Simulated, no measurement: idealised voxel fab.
The following process module bears the name voxel self aligned vias.
Section cut is 185 nm wide and gridded with 5 nm square cells.
Reading order for cross-sections: top band down to bottom band. Underlying form: a grid of square cells. Band size: one or more rows of cells.
Band: top height; bottom height; in nm. Then, left to right: material with width in nm, for each material. "throughout": a single material spanning edge to edge. "empty": empty space.
Beneath 0, the wafer as received is one material, and that level is where height counting begins. The lowest band goes on downward without a bottom; it is written like "top 0, no bottom".
So if you see something like "30..40" for the width, read it as the top row of the band sitting at the first number and the bottom row at the second, with every row in between moving by the same amount as the last.
The cross-section has no changed cell in any step marked "nothing got changed".
So "Voids, sealed" is basically the list of trapped voids: any empty space of 8 cells or more that can't reach the top through an opening. They're written width x height at distance, the distance being from the left edge, and it's all nm.
On each step's line, the part that comes after the settings is the simulator's own comment on the step.
overlay nm: right-of-plan distance of the mask on a masked step; negative values mean left-of-plan.
# plan
1) RECEIVE (material Si)
2) CONFORMAL_DEP (material SiO2; thk nm 15)
3) CONFORMAL_DEP (material SiCN; thk nm 5)
4) DIRECTIONAL_DEP (material SiO2; thk nm 20)
5) MASKED_ETCH (tone open; mask id LINES; width nm 25; pitch nm 50; etch materials SiO2; depth nm 20; overlay nm 0)
6) CONFORMAL_DEP (material TiN; thk nm 5)
7) FILL_DEP (material W; thk nm 10)
8) CMP (height nm 40)
9) SELECTIVE_ETCH (etch materials W Ru TiN; depth nm 5)
10) FILL_DEP (material SiN; thk nm 10)
11) CMP (height nm 40)
12) DIRECTIONAL_DEP (material SiO2; thk nm 20)
13) MASKED_ETCH (tone open; mask id VIAS; width nm 35; pitch nm 50; etch materials SiO2; depth nm 20; overlay nm 0)
14) MASKED_ETCH (tone open; mask id VIAS; width nm 35; pitch nm 50; etch materials SiN; depth nm 5; overlay nm 0)
15) CONFORMAL_DEP (material TiN; thk nm 5)
16) FILL_DEP (material Cu; thk nm 10)
17) CMP (height nm 60)
18) CONFORMAL_DEP (material SiCN; thk nm 5)
# First of the two wafers, run per plan
# Cross-section of the wafer as it came to us, i.e., already through step 1
* top 0, no bottom | Si throughout
* Voids, sealed: none
# Take a look at the wafer's cross-section after step 2
* top 15, bottom 0 | SiO2 throughout
* Lower than 0, everything is as it was.
# Take a look at the wafer's cross-section after step 3
* top 20, bottom 15 | SiCN throughout
* Lower than 15, everything is as it was.
# Take a look at the wafer's cross-section after step 4
* top 40, bottom 20 | SiO2 throughout
* Lower than 20, everything is as it was.
# Take a look at the wafer's cross-section after step 5
* top 40, bottom 20 | SiO2=30 / empty=25 / SiO2=25 / empty=25 / SiO2=25 / empty=25 / SiO2=30
* Lower than 20, everything is as it was.
# Take a look at the wafer's cross-section after step 6
* top 45, bottom 40 | TiN=35 / empty=15 / TiN=35 / empty=15 / TiN=35 / empty=15 / TiN=35
* top 40, bottom 25 | SiO2=30 / TiN=5 / empty=15 / TiN=5 / SiO2=25 / TiN=5 / empty=15 / TiN=5 / SiO2=25 / TiN=5 / empty=15 / TiN=5 / SiO2=30
* top 25, bottom 20 | SiO2=30 / TiN=25 / SiO2=25 / TiN=25 / SiO2=25 / TiN=25 / SiO2=30
* Lower than 20, everything is as it was.
# Take a look at the wafer's cross-section after step 7
* top 55, bottom 45 | W throughout
* top 45, bottom 40 | TiN=35 / W=15 / TiN=35 / W=15 / TiN=35 / W=15 / TiN=35
* top 40, bottom 25 | SiO2=30 / TiN=5 / W=15 / TiN=5 / SiO2=25 / TiN=5 / W=15 / TiN=5 / SiO2=25 / TiN=5 / W=15 / TiN=5 / SiO2=30
* Lower than 25, everything is as it was.
# Take a look at the wafer's cross-section after step 8
* top 40, bottom 25 | SiO2=30 / TiN=5 / W=15 / TiN=5 / SiO2=25 / TiN=5 / W=15 / TiN=5 / SiO2=25 / TiN=5 / W=15 / TiN=5 / SiO2=30
* Lower than 25, everything is as it was.
# Take a look at the wafer's cross-section after step 9
* top 40, bottom 35 | SiO2=30 / empty=25 / SiO2=25 / empty=25 / SiO2=25 / empty=25 / SiO2=30
* Lower than 35, everything is as it was.
# Take a look at the wafer's cross-section after step 10
* top 50, bottom 40 | SiN throughout
* top 40, bottom 35 | SiO2=30 / SiN=25 / SiO2=25 / SiN=25 / SiO2=25 / SiN=25 / SiO2=30
* Lower than 35, everything is as it was.
# Take a look at the wafer's cross-section after step 11
* top 40, bottom 35 | SiO2=30 / SiN=25 / SiO2=25 / SiN=25 / SiO2=25 / SiN=25 / SiO2=30
* Lower than 35, everything is as it was.
# Take a look at the wafer's cross-section after step 12
* top 60, bottom 40 | SiO2 throughout
* Lower than 40, everything is as it was.
# Take a look at the wafer's cross-section after step 13
* top 60, bottom 40 | SiO2=25 / empty=35 / SiO2=15 / empty=35 / SiO2=15 / empty=35 / SiO2=25
* Lower than 40, everything is as it was.
# Take a look at the wafer's cross-section after step 14
* top 60, bottom 40 | SiO2=25 / empty=35 / SiO2=15 / empty=35 / SiO2=15 / empty=35 / SiO2=25
* top 40, bottom 35 | SiO2=30 / empty=25 / SiO2=25 / empty=25 / SiO2=25 / empty=25 / SiO2=30
* Lower than 35, everything is as it was.
# Take a look at the wafer's cross-section after step 15
* top 65, bottom 60 | TiN=30 / empty=25 / TiN=25 / empty=25 / TiN=25 / empty=25 / TiN=30
* top 60, bottom 45 | SiO2=25 / TiN=5 / empty=25 / TiN=5 / SiO2=15 / TiN=5 / empty=25 / TiN=5 / SiO2=15 / TiN=5 / empty=25 / TiN=5 / SiO2=25
* top 45, bottom 40 | SiO2=25 / TiN=10 / empty=15 / TiN=10 / SiO2=15 / TiN=10 / empty=15 / TiN=10 / SiO2=15 / TiN=10 / empty=15 / TiN=10 / SiO2=25
* top 40, bottom 35 | SiO2=30 / TiN=25 / SiO2=25 / TiN=25 / SiO2=25 / TiN=25 / SiO2=30
* Lower than 35, everything is as it was.
# Take a look at the wafer's cross-section after step 16
* top 75, bottom 65 | Cu throughout
* top 65, bottom 60 | TiN=30 / Cu=25 / TiN=25 / Cu=25 / TiN=25 / Cu=25 / TiN=30
* top 60, bottom 45 | SiO2=25 / TiN=5 / Cu=25 / TiN=5 / SiO2=15 / TiN=5 / Cu=25 / TiN=5 / SiO2=15 / TiN=5 / Cu=25 / TiN=5 / SiO2=25
* top 45, bottom 40 | SiO2=25 / TiN=10 / Cu=15 / TiN=10 / SiO2=15 / TiN=10 / Cu=15 / TiN=10 / SiO2=15 / TiN=10 / Cu=15 / TiN=10 / SiO2=25
* Lower than 40, everything is as it was.
# Take a look at the wafer's cross-section after step 17
* top 60, bottom 45 | SiO2=25 / TiN=5 / Cu=25 / TiN=5 / SiO2=15 / TiN=5 / Cu=25 / TiN=5 / SiO2=15 / TiN=5 / Cu=25 / TiN=5 / SiO2=25
* Lower than 45, everything is as it was.
# Take a look at the wafer's cross-section after step 18
* top 65, bottom 60 | SiCN throughout
* Lower than 60, everything is as it was.
# Wafer two of two - same starting point, same process plan, one mistake in execution; matches wafer one up to and including step 6
# when step 7 should have ended
* top 55, bottom 45 | SiCN throughout
* top 45, bottom 40 | TiN=35 / SiCN=15 / TiN=35 / SiCN=15 / TiN=35 / SiCN=15 / TiN=35
* top 40, bottom 25 | SiO2=30 / TiN=5 / SiCN=15 / TiN=5 / SiO2=25 / TiN=5 / SiCN=15 / TiN=5 / SiO2=25 / TiN=5 / SiCN=15 / TiN=5 / SiO2=30
* Lower than 25, everything is as it was.
# when step 8 should have ended
* top 40, bottom 25 | SiO2=30 / TiN=5 / SiCN=15 / TiN=5 / SiO2=25 / TiN=5 / SiCN=15 / TiN=5 / SiO2=25 / TiN=5 / SiCN=15 / TiN=5 / SiO2=30
* Lower than 25, everything is as it was.
# when step 9 should have ended
* top 40, bottom 35 | SiO2=30 / empty=5 / SiCN=15 / empty=5 / SiO2=25 / empty=5 / SiCN=15 / empty=5 / SiO2=25 / empty=5 / SiCN=15 / empty=5 / SiO2=30
* Lower than 35, everything is as it was.
# when step 10 should have ended
* top 50, bottom 40 | SiN throughout
* top 40, bottom 35 | SiO2=30 / SiN=5 / SiCN=15 / SiN=5 / SiO2=25 / SiN=5 / SiCN=15 / SiN=5 / SiO2=25 / SiN=5 / SiCN=15 / SiN=5 / SiO2=30
* Lower than 35, everything is as it was.
# when step 11 should have ended
* top 40, bottom 35 | SiO2=30 / SiN=5 / SiCN=15 / SiN=5 / SiO2=25 / SiN=5 / SiCN=15 / SiN=5 / SiO2=25 / SiN=5 / SiCN=15 / SiN=5 / SiO2=30
* Lower than 35, everything is as it was.
# when step 12 should have ended
* top 60, bottom 40 | SiO2 throughout
* Lower than 40, everything is as it was.
# when step 13 should have ended
* top 60, bottom 40 | SiO2=25 / empty=35 / SiO2=15 / empty=35 / SiO2=15 / empty=35 / SiO2=25
* Lower than 40, everything is as it was.
# when step 14 should have ended
* top 60, bottom 40 | SiO2=25 / empty=35 / SiO2=15 / empty=35 / SiO2=15 / empty=35 / SiO2=25
* top 40, bottom 35 | SiO2=30 / empty=5 / SiCN=15 / empty=5 / SiO2=25 / empty=5 / SiCN=15 / empty=5 / SiO2=25 / empty=5 / SiCN=15 / empty=5 / SiO2=30
* Lower than 35, everything is as it was.
# when step 15 should have ended
* top 65, bottom 60 | TiN=30 / empty=25 / TiN=25 / empty=25 / TiN=25 / empty=25 / TiN=30
* top 60, bottom 45 | SiO2=25 / TiN=5 / empty=25 / TiN=5 / SiO2=15 / TiN=5 / empty=25 / TiN=5 / SiO2=15 / TiN=5 / empty=25 / TiN=5 / SiO2=25
* top 45, bottom 40 | SiO2=25 / TiN=35 / SiO2=15 / TiN=35 / SiO2=15 / TiN=35 / SiO2=25
* top 40, bottom 25 | SiO2=30 / TiN=5 / SiCN=15 / TiN=5 / SiO2=25 / TiN=5 / SiCN=15 / TiN=5 / SiO2=25 / TiN=5 / SiCN=15 / TiN=5 / SiO2=30
* Lower than 25, everything is as it was.
# when step 16 should have ended
* top 75, bottom 65 | Cu throughout
* top 65, bottom 60 | TiN=30 / Cu=25 / TiN=25 / Cu=25 / TiN=25 / Cu=25 / TiN=30
* top 60, bottom 45 | SiO2=25 / TiN=5 / Cu=25 / TiN=5 / SiO2=15 / TiN=5 / Cu=25 / TiN=5 / SiO2=15 / TiN=5 / Cu=25 / TiN=5 / SiO2=25
* Lower than 45, everything is as it was.
# when step 17 should have ended
* top 60, bottom 45 | SiO2=25 / TiN=5 / Cu=25 / TiN=5 / SiO2=15 / TiN=5 / Cu=25 / TiN=5 / SiO2=15 / TiN=5 / Cu=25 / TiN=5 / SiO2=25
* Lower than 45, everything is as it was.
# when step 18 should have ended
* top 65, bottom 60 | SiCN throughout
* Lower than 60, everything is as it was.
Processing error: step 7 off recipe, ran as FILL_DEP (material SiCN; thk nm 10)
End of process, cell counts, second wafer against first, materials with more or fewer: 9 fewer of Cu | 27 more of SiCN | 18 fewer of W
